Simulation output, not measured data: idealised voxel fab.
A process module follows: voxel wiring stack.
Cross-section cut: width 275 nm, square cells of 5 nm.
A cross-section in this document is a grid of square cells, and it is written down as bands, the top band listed before the ones below it; a band is made up of one or more rows of cells.
Read a band's entry like this: the first values are the height of its top and the height of its bottom in nm, and what follows is the sequence of materials from left to right, each with its width in nm. Note that "blank" is empty space, and that a single material marked "everywhere" reaches across the band from edge to edge.
Heights from 0 (as-received wafer is one material below). Bottom band endless downward, as "0 and below".
A width such as "30->40" changes by the same amount from each row of cells to the next, from the band's top row to its bottom row.
"no change", as given for a step, is the statement that not any cell of the cross-section underwent a change during that step.
"Closed void listing" specifies each empty space that is not open to the top and that occupies no fewer than 8 cells, using the form width x height at distance, the distance measured from the left edge and all three quantities in nm.
The remark found on a step's line after its settings is issued by the simulator itself and pertains to that step.
The "overlay nm" setting may appear on a step's line; for a step that uses a mask, it gives how far to the right of its planned position the mask lay, and a negative value indicates the left.
So here's the lineup of process steps we planned
1. RECEIVE, material Si
2. CONFORMAL_DEP, material SiO2, thk nm 10
3. CONFORMAL_DEP, material SiN, thk nm 5
4. DIRECTIONAL_DEP, material lowk, thk nm 15
5. MASKED_ETCH, tone open, mask id METAL_1, width nm 30, pitch nm 60, etch materials lowk, depth nm 15, overlay nm 0
6. MASKED_ETCH, tone open, mask id METAL_1, width nm 30, pitch nm 60, etch materials SiN, depth nm 5, overlay nm 0
7. CONFORMAL_DEP, material TiN, thk nm 5
8. FILL_DEP, material W, thk nm 10
9. CMP, height nm 30
10. CONFORMAL_DEP, material SiCN, thk nm 5
11. DIRECTIONAL_DEP, material lowk, thk nm 10
12. DIRECTIONAL_DEP, material aC, thk nm 15
13. PATTERN, tone open, mask id PLUG_1, material resist, width nm 15, pitch nm 120, thk nm 35, overlay nm 0
14. DIRECTIONAL_ETCH, etch materials aC, depth nm 15
15. STRIP, etch materials resist
16. DIRECTIONAL_ETCH, etch materials lowk, depth nm 10
17. DIRECTIONAL_ETCH, etch materials SiCN, depth nm 5
18. STRIP, etch materials aC
19. CONFORMAL_DEP, material TiN, thk nm 5
20. FILL_DEP, material Ru, thk nm 5
21. CMP, height nm 45
22. DIRECTIONAL_DEP, material TiN, thk nm 5
23. DIRECTIONAL_DEP, material W, thk nm 15
24. MASKED_ETCH, tone cover, mask id METAL_2, width nm 30, pitch nm 60, etch materials W, depth nm 15, overlay nm 0
25. MASKED_ETCH, tone cover, mask id METAL_2, width nm 30, pitch nm 60, etch materials TiN, depth nm 5, overlay nm 0
26. CONFORMAL_DEP, material SiCN, thk nm 5
27. FILL_DEP, material SiO2, thk nm 5
28. CMP, height nm 65
29. CONFORMAL_DEP, material SiCN, thk nm 5
30. DIRECTIONAL_DEP, material SiO2, thk nm 25
31. DIRECTIONAL_DEP, material aC, thk nm 15
32. PATTERN, tone open, mask id METAL_3_HOLES, material resist, width nm 15, pitch nm 60, thk nm 35, overlay nm 0
33. DIRECTIONAL_ETCH, etch materials aC, depth nm 15
34. STRIP, etch materials resist
35. DIRECTIONAL_ETCH, etch materials SiO2, depth nm 25
36. STRIP, etch materials aC
37. DIRECTIONAL_DEP, material aC, thk nm 10
38. PATTERN, tone open, mask id METAL_3, material resist, width nm 30, pitch nm 60, thk nm 30, overlay nm 0
39. DIRECTIONAL_ETCH, etch materials aC, depth nm 10
40. STRIP, etch materials resist
41. DIRECTIONAL_ETCH, etch materials SiO2, depth nm 15
42. DIRECTIONAL_ETCH, etch materials SiCN, depth nm 5
43. STRIP, etch materials aC
44. CONFORMAL_DEP, material TiN, thk nm 5
45. FILL_DEP, material Cu, thk nm 5
46. CMP, height nm 95
47. CONFORMAL_DEP, material SiCN, thk nm 5
Here's what the wafer looked like in cross-section when it arrived - that's after step 1
  0 and below | Si everywhere
  Closed void listing: none
The first of the two wafers as seen in cross-section once the module was finished; processing followed the plan
  100 down to 95 | SiCN everywhere
  95 down to 85 | 30 SiO2 | 5 TiN | 20 Cu | 5 TiN | 30 SiO2 | 5 TiN | 20 Cu | 5 TiN | 30 SiO2 | 5 TiN | 20 Cu | 5 TiN | 30 SiO2 | 5 TiN | 20 Cu | 5 TiN | 35 SiO2
  85 down to 80 | 30 SiO2 | 5 TiN | 5 Cu | 20 TiN | 30 SiO2 | 5 TiN | 5 Cu | 20 TiN | 30 SiO2 | 5 TiN | 5 Cu | 20 TiN | 30 SiO2 | 5 TiN | 5 Cu | 20 TiN | 35 SiO2
  80 down to 70 | 30 SiO2 | 5 TiN | 5 Cu | 5 TiN | 45 SiO2 | 5 TiN | 5 Cu | 5 TiN | 45 SiO2 | 5 TiN | 5 Cu | 5 TiN | 45 SiO2 | 5 TiN | 5 Cu | 5 TiN | 50 SiO2
  70 down to 65 | 30 SiCN | 15 TiN | 45 SiCN | 15 TiN | 45 SiCN | 15 TiN | 45 SiCN | 15 TiN | 50 SiCN
  65 down to 50 | 25 SiO2 | 5 SiCN | 30 W | 5 SiCN | 20 SiO2 | 5 SiCN | 30 W | 5 SiCN | 20 SiO2 | 5 SiCN | 30 W | 5 SiCN | 20 SiO2 | 5 SiCN | 30 W | 5 SiCN | 30 SiO2
  50 down to 45 | 30 SiCN | 30 TiN | 30 SiCN | 30 TiN | 30 SiCN | 30 TiN | 30 SiCN | 30 TiN | 35 SiCN
  45 down to 35 | 30 lowk | 5 TiN | 5 Ru | 5 TiN | 105 lowk | 5 TiN | 5 Ru | 5 TiN | 110 lowk
  35 down to 30 | 30 SiCN | 15 TiN | 105 SiCN | 15 TiN | 110 SiCN
  30 down to 15 | 30 lowk | 5 TiN | 20 W | 5 TiN | 30 lowk | 5 TiN | 20 W | 5 TiN | 30 lowk | 5 TiN | 20 W | 5 TiN | 30 lowk | 5 TiN | 20 W | 5 TiN | 35 lowk
  15 down to 10 | 30 SiN | 30 TiN | 30 SiN | 30 TiN | 30 SiN | 30 TiN | 30 SiN | 30 TiN | 35 SiN
  10 down to 0 | SiO2 everywhere
  0 and below | Si everywhere
  Closed void listing: none
Wafer two, sectioned after the module: the first wafer's start, the first wafer's plan, and one mistake in how it was run
  100 down to 95 | SiCN everywhere
  95 down to 85 | 30 SiO2 | 5 TiN | 20 Cu | 5 TiN | 30 SiO2 | 5 TiN | 20 Cu | 5 TiN | 30 SiO2 | 5 TiN | 20 Cu | 5 TiN | 30 SiO2 | 5 TiN | 20 Cu | 5 TiN | 35 SiO2
  85 down to 80 | 30 SiO2 | 5 TiN | 5 Cu | 20 TiN | 30 SiO2 | 5 TiN | 5 Cu | 20 TiN | 30 SiO2 | 5 TiN | 5 Cu | 20 TiN | 30 SiO2 | 5 TiN | 5 Cu | 20 TiN | 35 SiO2
  80 down to 70 | 30 SiO2 | 5 TiN | 5 Cu | 5 TiN | 45 SiO2 | 5 TiN | 5 Cu | 5 TiN | 45 SiO2 | 5 TiN | 5 Cu | 5 TiN | 45 SiO2 | 5 TiN | 5 Cu | 5 TiN | 50 SiO2
  70 down to 65 | 30 SiCN | 15 TiN | 45 SiCN | 15 TiN | 45 SiCN | 15 TiN | 45 SiCN | 15 TiN | 50 SiCN
  65 down to 50 | 25 SiO2 | 5 SiCN | 30 W | 5 SiCN | 20 SiO2 | 5 SiCN | 30 W | 5 SiCN | 20 SiO2 | 5 SiCN | 30 W | 5 SiCN | 20 SiO2 | 5 SiCN | 30 W | 5 SiCN | 30 SiO2
  50 down to 45 | 30 SiCN | 30 TiN | 30 SiCN | 30 TiN | 30 SiCN | 30 TiN | 30 SiCN | 30 TiN | 35 SiCN
  45 down to 35 | 30 lowk | 5 TiN | 5 Ru | 5 TiN | 105 lowk | 5 TiN | 5 Ru | 5 TiN | 110 lowk
  35 down to 30 | 30 SiCN | 15 TiN | 105 SiCN | 15 TiN | 110 SiCN
  30 down to 25 | W everywhere
  25 down to 20 | 35 TiN | 20 W | 40 TiN | 20 W | 40 TiN | 20 W | 40 TiN | 20 W | 40 TiN
  20 down to 5 | 30 lowk | 5 TiN | 20 W | 5 TiN | 30 lowk | 5 TiN | 20 W | 5 TiN | 30 lowk | 5 TiN | 20 W | 5 TiN | 30 lowk | 5 TiN | 20 W | 5 TiN | 35 lowk
  5 down to 0 | 30 SiN | 30 TiN | 30 SiN | 30 TiN | 30 SiN | 30 TiN | 30 SiN | 30 TiN | 35 SiN
  0 and below | Si everywhere
  Closed void listing: none
The mistake made against the process plan was this: step 2 was dropped from the plan's execution and never run
Final cells, second wafer relative to first, materials higher or lower: SiO2: 110 fewer | TiN: 39 more | W: 71 more
